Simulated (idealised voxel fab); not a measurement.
Process module, titled voxel trench capacitor
Square cells of 5 nm make up the cross-section cut, whose width is 165 nm.
Notation: cross-section as square-cell grid; stated in bands, top first, going down; one or more cell rows per band. What a band's entry tells you: where the top is and where the bottom is, as heights in nm, and after that what lies inside, material by material from left to right, each with its width in nm. Empty space is written as the word "empty", and a single material marked with the word "full width" occupies the band from edge to edge. Basically, 0 is our baseline, since under it the wafer straight out of the box is all one material. The bottom band has no lower end and keeps on going down, so it looks like "0 -> down". Per-row width for "30 to 40": begins at first number (top row of band), ends at second number (bottom row), increment between rows held constant. The designation "remains unaltered", where it is given for a processing step, indicates that no cell of the cross-section was altered in the course of that step. Any empty space of 8 cells or more lacking an open way to the top shows up in "Closed void listing" as width x height at distance, distance from the left edge, in nm. On each step's line, the part that comes after the settings is the simulator's own comment on the step. "overlay nm" denotes, for a step that has a mask, the displacement of the mask to the right of its planned place, with negative values corresponding to the left.
Process steps - plan
1) RECEIVE [material Si]
2) CONFORMAL_DEP [material SiN] [thk nm 10]
3) DIRECTIONAL_DEP [material aC] [thk nm 10]
4) PATTERN [tone open] [mask id TRENCH] [material resist] [width nm 25] [pitch nm 50] [thk nm 30] [overlay nm 0]
5) DIRECTIONAL_ETCH [etch materials aC] [depth nm 10]
6) STRIP [etch materials resist]
7) DIRECTIONAL_ETCH [etch materials SiN] [depth nm 10]
8) DIRECTIONAL_ETCH [etch materials Si] [depth nm 30]
9) STRIP [etch materials aC]
10) CONFORMAL_DEP [material HfO2] [thk nm 5]
11) CONFORMAL_DEP [material TiN] [thk nm 5]
12) FILL_DEP [material W] [thk nm 5]
13) CMP [height nm 10]
The following pertains to the first of two wafers, which was processed as planned
Received-state cross-section, reflecting completion of step 1
  0 -> down  Si full width
  Closed void listing: none
Presented here is a cross-section of the wafer after step 2 has been performed
  10 -> 0  SiN full width
  Below 0, no change.
Presented here is a cross-section of the wafer after step 3 has been performed
  20 -> 10  aC full width
  Below 10, no change.
Presented here is a cross-section of the wafer after step 4 has been performed
  50 -> 20  45 nm resist / 25 nm empty / 25 nm resist / 25 nm empty / 45 nm resist
  Below 20, no change.
Presented here is a cross-section of the wafer after step 5 has been performed
  40 -> 20  45 nm resist / 25 nm empty / 25 nm resist / 25 nm empty / 45 nm resist
  20 -> 10  45 nm aC / 25 nm empty / 25 nm aC / 25 nm empty / 45 nm aC
  Below 10, no change.
Presented here is a cross-section of the wafer after step 6 has been performed
  20 -> 10  45 nm aC / 25 nm empty / 25 nm aC / 25 nm empty / 45 nm aC
  Below 10, no change.
Presented here is a cross-section of the wafer after step 7 has been performed
  20 -> 10  45 nm aC / 25 nm empty / 25 nm aC / 25 nm empty / 45 nm aC
  10 -> 0  45 nm SiN / 25 nm empty / 25 nm SiN / 25 nm empty / 45 nm SiN
  Below 0, no change.
Presented here is a cross-section of the wafer after step 8 has been performed
  20 -> 10  45 nm aC / 25 nm empty / 25 nm aC / 25 nm empty / 45 nm aC
  10 -> 0  45 nm SiN / 25 nm empty / 25 nm SiN / 25 nm empty / 45 nm SiN
  0 -> -30  45 nm Si / 25 nm empty / 25 nm Si / 25 nm empty / 45 nm Si
  Below -30, no change.
Presented here is a cross-section of the wafer after step 9 has been performed
  10 -> 0  45 nm SiN / 25 nm empty / 25 nm SiN / 25 nm empty / 45 nm SiN
  Below 0, no change.
Presented here is a cross-section of the wafer after step 10 has been performed
  15 -> 10  50 nm HfO2 / 15 nm empty / 35 nm HfO2 / 15 nm empty / 50 nm HfO2
  10 -> 0  45 nm SiN / 5 nm HfO2 / 15 nm empty / 5 nm HfO2 / 25 nm SiN / 5 nm HfO2 / 15 nm empty / 5 nm HfO2 / 45 nm SiN
  0 -> -25  45 nm Si / 5 nm HfO2 / 15 nm empty / 5 nm HfO2 / 25 nm Si / 5 nm HfO2 / 15 nm empty / 5 nm HfO2 / 45 nm Si
  -25 -> -30  45 nm Si / 25 nm HfO2 / 25 nm Si / 25 nm HfO2 / 45 nm Si
  Below -30, no change.
Presented here is a cross-section of the wafer after step 11 has been performed
  20 -> 15  55 nm TiN / 5 nm empty / 45 nm TiN / 5 nm empty / 55 nm TiN
  15 -> 10  50 nm HfO2 / 5 nm TiN / 5 nm empty / 5 nm TiN / 35 nm HfO2 / 5 nm TiN / 5 nm empty / 5 nm TiN / 50 nm HfO2
  10 -> 0  45 nm SiN / 5 nm HfO2 / 5 nm TiN / 5 nm empty / 5 nm TiN / 5 nm HfO2 / 25 nm SiN / 5 nm HfO2 / 5 nm TiN / 5 nm empty / 5 nm TiN / 5 nm HfO2 / 45 nm SiN
  0 -> -20  45 nm Si / 5 nm HfO2 / 5 nm TiN / 5 nm empty / 5 nm TiN / 5 nm HfO2 / 25 nm Si / 5 nm HfO2 / 5 nm TiN / 5 nm empty / 5 nm TiN / 5 nm HfO2 / 45 nm Si
  -20 -> -25  45 nm Si / 5 nm HfO2 / 15 nm TiN / 5 nm HfO2 / 25 nm Si / 5 nm HfO2 / 15 nm TiN / 5 nm HfO2 / 45 nm Si
  Below -25, no change.
Presented here is a cross-section of the wafer after step 12 has been performed
  25 -> 20  W full width
  20 -> 15  55 nm TiN / 5 nm W / 45 nm TiN / 5 nm W / 55 nm TiN
  15 -> 10  50 nm HfO2 / 5 nm TiN / 5 nm W / 5 nm TiN / 35 nm HfO2 / 5 nm TiN / 5 nm W / 5 nm TiN / 50 nm HfO2
  10 -> 0  45 nm SiN / 5 nm HfO2 / 5 nm TiN / 5 nm W / 5 nm TiN / 5 nm HfO2 / 25 nm SiN / 5 nm HfO2 / 5 nm TiN / 5 nm W / 5 nm TiN / 5 nm HfO2 / 45 nm SiN
  0 -> -20  45 nm Si / 5 nm HfO2 / 5 nm TiN / 5 nm W / 5 nm TiN / 5 nm HfO2 / 25 nm Si / 5 nm HfO2 / 5 nm TiN / 5 nm W / 5 nm TiN / 5 nm HfO2 / 45 nm Si
  Below -20, no change.
Presented here is a cross-section of the wafer after step 13 has been performed
  10 -> 0  45 nm SiN / 5 nm HfO2 / 5 nm TiN / 5 nm W / 5 nm TiN / 5 nm HfO2 / 25 nm SiN / 5 nm HfO2 / 5 nm TiN / 5 nm W / 5 nm TiN / 5 nm HfO2 / 45 nm SiN
  Below 0, no change.
Notes, second wafer: start = first wafer's, plan = first wafer's, execution had one mistake; history identical to first through step 9
Second wafer profile in section, at the moment step 10 of the plan was meant to be complete
  15 -> 10  50 nm TiN / 15 nm empty / 35 nm TiN / 15 nm empty / 50 nm TiN
  10 -> 0  45 nm SiN / 5 nm TiN / 15 nm empty / 5 nm TiN / 25 nm SiN / 5 nm TiN / 15 nm empty / 5 nm TiN / 45 nm SiN
  0 -> -25  45 nm Si / 5 nm TiN / 15 nm empty / 5 nm TiN / 25 nm Si / 5 nm TiN / 15 nm empty / 5 nm TiN / 45 nm Si
  -25 -> -30  45 nm Si / 25 nm TiN / 25 nm Si / 25 nm TiN / 45 nm Si
  Below -30, no change.
Second wafer profile in section, at the moment step 11 of the plan was meant to be complete
  20 -> 15  55 nm HfO2 / 5 nm empty / 45 nm HfO2 / 5 nm empty / 55 nm HfO2
  15 -> 10  50 nm TiN / 5 nm HfO2 / 5 nm empty / 5 nm HfO2 / 35 nm TiN / 5 nm HfO2 / 5 nm empty / 5 nm HfO2 / 50 nm TiN
  10 -> 0  45 nm SiN / 5 nm TiN / 5 nm HfO2 / 5 nm empty / 5 nm HfO2 / 5 nm TiN / 25 nm SiN / 5 nm TiN / 5 nm HfO2 / 5 nm empty / 5 nm HfO2 / 5 nm TiN / 45 nm SiN
  0 -> -20  45 nm Si / 5 nm TiN / 5 nm HfO2 / 5 nm empty / 5 nm HfO2 / 5 nm TiN / 25 nm Si / 5 nm TiN / 5 nm HfO2 / 5 nm empty / 5 nm HfO2 / 5 nm TiN / 45 nm Si
  -20 -> -25  45 nm Si / 5 nm TiN / 15 nm HfO2 / 5 nm TiN / 25 nm Si / 5 nm TiN / 15 nm HfO2 / 5 nm TiN / 45 nm Si
  Below -25, no change.
Second wafer profile in section, at the moment step 12 of the plan was meant to be complete
  25 -> 20  W full width
  20 -> 15  55 nm HfO2 / 5 nm W / 45 nm HfO2 / 5 nm W / 55 nm HfO2
  15 -> 10  50 nm TiN / 5 nm HfO2 / 5 nm W / 5 nm HfO2 / 35 nm TiN / 5 nm HfO2 / 5 nm W / 5 nm HfO2 / 50 nm TiN
  10 -> 0  45 nm SiN / 5 nm TiN / 5 nm HfO2 / 5 nm W / 5 nm HfO2 / 5 nm TiN / 25 nm SiN / 5 nm TiN / 5 nm HfO2 / 5 nm W / 5 nm HfO2 / 5 nm TiN / 45 nm SiN
  0 -> -20  45 nm Si / 5 nm TiN / 5 nm HfO2 / 5 nm W / 5 nm HfO2 / 5 nm TiN / 25 nm Si / 5 nm TiN / 5 nm HfO2 / 5 nm W / 5 nm HfO2 / 5 nm TiN / 45 nm Si
  Below -20, no change.
Second wafer profile in section, at the moment step 13 of the plan was meant to be complete
  10 -> 0  45 nm SiN / 5 nm TiN / 5 nm HfO2 / 5 nm W / 5 nm HfO2 / 5 nm TiN / 25 nm SiN / 5 nm TiN / 5 nm HfO2 / 5 nm W / 5 nm HfO2 / 5 nm TiN / 45 nm SiN
  Below 0, no change.
The plan and the run diverged here: steps 10 and 11: order swapped relative to plan
At the finish, the second wafer shows more or fewer cells for some materials than the first does: HfO2 -8, TiN +8
